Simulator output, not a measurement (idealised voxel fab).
The document below concerns the process module designated voxel wiring stack.
Cross-section cut: width 230 nm, square cells of 5 nm.
Notation: cross-section as square-cell grid; stated in bands, top first, going down; one or more cell rows per band. Band: top and bottom heights (nm) first, top before bottom; then materials from left to right, widths in nm. "edge to edge" marks a sole material filling the band edge to edge. "blank" denotes empty space. Heights are expressed relative to 0, this being the level below which the as-received wafer comprises one material exclusively. The lowest band is unbounded in the downward direction and is denoted as in "top 0, no bottom". A width given as "30..40" starts at the first number in the band's top row and ends at the second number in its bottom row, shifting by an equal amount at every step from row to row. The designation "everything unchanged", where it is given for a processing step, indicates that no cell of the cross-section was altered in the course of that step. Each empty space that has no open way to the top and spans at least 8 cells appears under "Closed void register" as width x height at distance, the distance counted from the left edge, all in nm. That trailing text on a step's line, after the settings, is the simulator's own remark on the step. A step line may carry the setting "overlay nm", which, for steps involving a mask, states the distance by which the mask lay to the right of its intended position; negative values denote displacement to the left.

Process steps - plan
1) RECEIVE (material Si)
2) CONFORMAL_DEP (material SiO2; thk nm 15)
3) CONFORMAL_DEP (material SiN; thk nm 5)
4) DIRECTIONAL_DEP (material SiO2; thk nm 20)
5) DIRECTIONAL_DEP (material aC; thk nm 10)
6) PATTERN (tone open; mask id METAL_1; material resist; width nm 20; pitch nm 50; thk nm 25; overlay nm 0)
7) DIRECTIONAL_ETCH (etch materials aC; depth nm 10)
8) STRIP (etch materials resist)
9) DIRECTIONAL_ETCH (etch materials SiO2; depth nm 20)
10) DIRECTIONAL_ETCH (etch materials SiN; depth nm 5)
11) STRIP (etch materials aC)
12) CONFORMAL_DEP (material TiN; thk nm 5)
13) FILL_DEP (material W; thk nm 10)
14) CMP (height nm 40)
15) EPI (material Ru; thk nm 5)
16) FILL_DEP (material SiCN; thk nm 5)
17) DIRECTIONAL_DEP (material lowk; thk nm 30)
18) MASKED_ETCH (tone open; mask id METAL_2_HOLES; width nm 15; pitch nm 50; etch materials lowk; depth nm 30; overlay nm 0)
19) MASKED_ETCH (tone open; mask id METAL_2; width nm 20; pitch nm 50; etch materials lowk; depth nm 15; overlay nm 0)
20) MASKED_ETCH (tone open; mask id METAL_2; width nm 20; pitch nm 50; etch materials SiCN; depth nm 5; overlay nm 0)
21) CONFORMAL_DEP (material TiN; thk nm 5)
22) FILL_DEP (material Cu; thk nm 5)
23) CMP (height nm 80)
24) CONFORMAL_DEP (material SiCN; thk nm 5)
25) DIRECTIONAL_DEP (material lowk; thk nm 25)
26) PATTERN (tone open; mask id METAL_3; material resist; width nm 20; pitch nm 50; thk nm 20; overlay nm 0)
27) DIRECTIONAL_ETCH (etch materials lowk; depth nm 15)
28) STRIP (etch materials resist)
29) PATTERN (tone open; mask id METAL_3_HOLES; material resist; width nm 15; pitch nm 50; thk nm 20; overlay nm 0)
30) DIRECTIONAL_ETCH (etch materials lowk; depth nm 10)
31) DIRECTIONAL_ETCH (etch materials SiCN; depth nm 5)
32) STRIP (etch materials resist)
33) CONFORMAL_DEP (material TiN; thk nm 5)
34) FILL_DEP (material Ru; thk nm 10)
35) CMP (height nm 110)
36) CONFORMAL_DEP (material SiN; thk nm 5)

Incoming wafer in cross-section (state: after step 1)
top 0, no bottom | Si edge to edge
Closed void register: none

As-planned run: cross-section of the first of two wafers at end of module
top 115, bottom 110 | SiN edge to edge
top 110, bottom 100 | lowk 80 nm, then TiN 5 nm, then Ru 10 nm, then TiN 5 nm, then lowk 30 nm, then TiN 5 nm, then Ru 10 nm, then TiN 5 nm, then lowk 80 nm
top 100, bottom 95 | lowk 80 nm, then TiN 5 nm, then Ru 5 nm, then TiN 10 nm, then lowk 30 nm, then TiN 5 nm, then Ru 5 nm, then TiN 10 nm, then lowk 80 nm
top 95, bottom 85 | lowk 80 nm, then TiN 5 nm, then Ru 5 nm, then TiN 5 nm, then lowk 35 nm, then TiN 5 nm, then Ru 5 nm, then TiN 5 nm, then lowk 85 nm
top 85, bottom 80 | SiCN 80 nm, then TiN 15 nm, then SiCN 35 nm, then TiN 15 nm, then SiCN 85 nm
top 80, bottom 70 | lowk 80 nm, then TiN 5 nm, then Cu 10 nm, then TiN 5 nm, then lowk 30 nm, then TiN 5 nm, then Cu 10 nm, then TiN 5 nm, then lowk 80 nm
top 70, bottom 65 | lowk 80 nm, then TiN 5 nm, then Cu 5 nm, then TiN 10 nm, then lowk 30 nm, then TiN 5 nm, then Cu 5 nm, then TiN 10 nm, then lowk 80 nm
top 65, bottom 50 | lowk 80 nm, then TiN 5 nm, then Cu 5 nm, then TiN 5 nm, then lowk 35 nm, then TiN 5 nm, then Cu 5 nm, then TiN 5 nm, then lowk 85 nm
top 50, bottom 45 | SiCN 80 nm, then TiN 15 nm, then SiCN 35 nm, then TiN 15 nm, then SiCN 85 nm
top 45, bottom 40 | SiCN 75 nm, then Ru 30 nm, then SiCN 20 nm, then Ru 30 nm, then SiCN 75 nm
top 40, bottom 20 | SiO2 80 nm, then TiN 5 nm, then W 10 nm, then TiN 5 nm, then SiO2 30 nm, then TiN 5 nm, then W 10 nm, then TiN 5 nm, then SiO2 80 nm
top 20, bottom 15 | SiN 80 nm, then TiN 20 nm, then SiN 30 nm, then TiN 20 nm, then SiN 80 nm
top 15, bottom 0 | SiO2 edge to edge
top 0, no bottom | Si edge to edge
Closed void register: none

Second wafer of the two, sectioned at the end of the module. It began like the first and followed the same plan, but one mistake was made while running it
top 115, bottom 110 | SiN edge to edge
top 110, bottom 100 | lowk 80 nm, then TiN 5 nm, then Ru 10 nm, then TiN 5 nm, then lowk 30 nm, then TiN 5 nm, then Ru 10 nm, then TiN 5 nm, then lowk 80 nm
top 100, bottom 95 | lowk 80 nm, then TiN 5 nm, then Ru 5 nm, then TiN 10 nm, then lowk 30 nm, then TiN 5 nm, then Ru 5 nm, then TiN 10 nm, then lowk 80 nm
top 95, bottom 85 | lowk 80 nm, then TiN 5 nm, then Ru 5 nm, then TiN 5 nm, then lowk 35 nm, then TiN 5 nm, then Ru 5 nm, then TiN 5 nm, then lowk 85 nm
top 85, bottom 80 | SiCN 80 nm, then TiN 15 nm, then SiCN 35 nm, then TiN 15 nm, then SiCN 85 nm
top 80, bottom 70 | lowk 80 nm, then TiN 5 nm, then Cu 10 nm, then TiN 5 nm, then lowk 30 nm, then TiN 5 nm, then Cu 10 nm, then TiN 5 nm, then lowk 80 nm
top 70, bottom 65 | lowk 80 nm, then TiN 5 nm, then Cu 5 nm, then TiN 10 nm, then lowk 30 nm, then TiN 5 nm, then Cu 5 nm, then TiN 10 nm, then lowk 80 nm
top 65, bottom 50 | lowk 80 nm, then TiN 5 nm, then Cu 5 nm, then TiN 5 nm, then lowk 35 nm, then TiN 5 nm, then Cu 5 nm, then TiN 5 nm, then lowk 85 nm
top 50, bottom 45 | SiCN 80 nm, then TiN 15 nm, then SiCN 35 nm, then TiN 15 nm, then SiCN 85 nm
top 45, bottom 40 | SiCN 80 nm, then Ru 20 nm, then SiCN 30 nm, then Ru 20 nm, then SiCN 80 nm
top 40, bottom 20 | SiO2 80 nm, then SiN 5 nm, then W 10 nm, then SiN 5 nm, then SiO2 30 nm, then SiN 5 nm, then W 10 nm, then SiN 5 nm, then SiO2 80 nm
top 20, bottom 15 | SiN edge to edge
top 15, bottom 0 | SiO2 edge to edge
top 0, no bottom | Si edge to edge
Closed void register: none
Processing error: note that step 12 departed from the planned setting and was carried out as CONFORMAL_DEP (material SiN; thk nm 5)
The final cell counts differ between the wafers, with the second having more or fewer of some materials than the first: Ru: 4 fewer; SiCN: 4 more; SiN: 24 more; TiN: 24 fewer
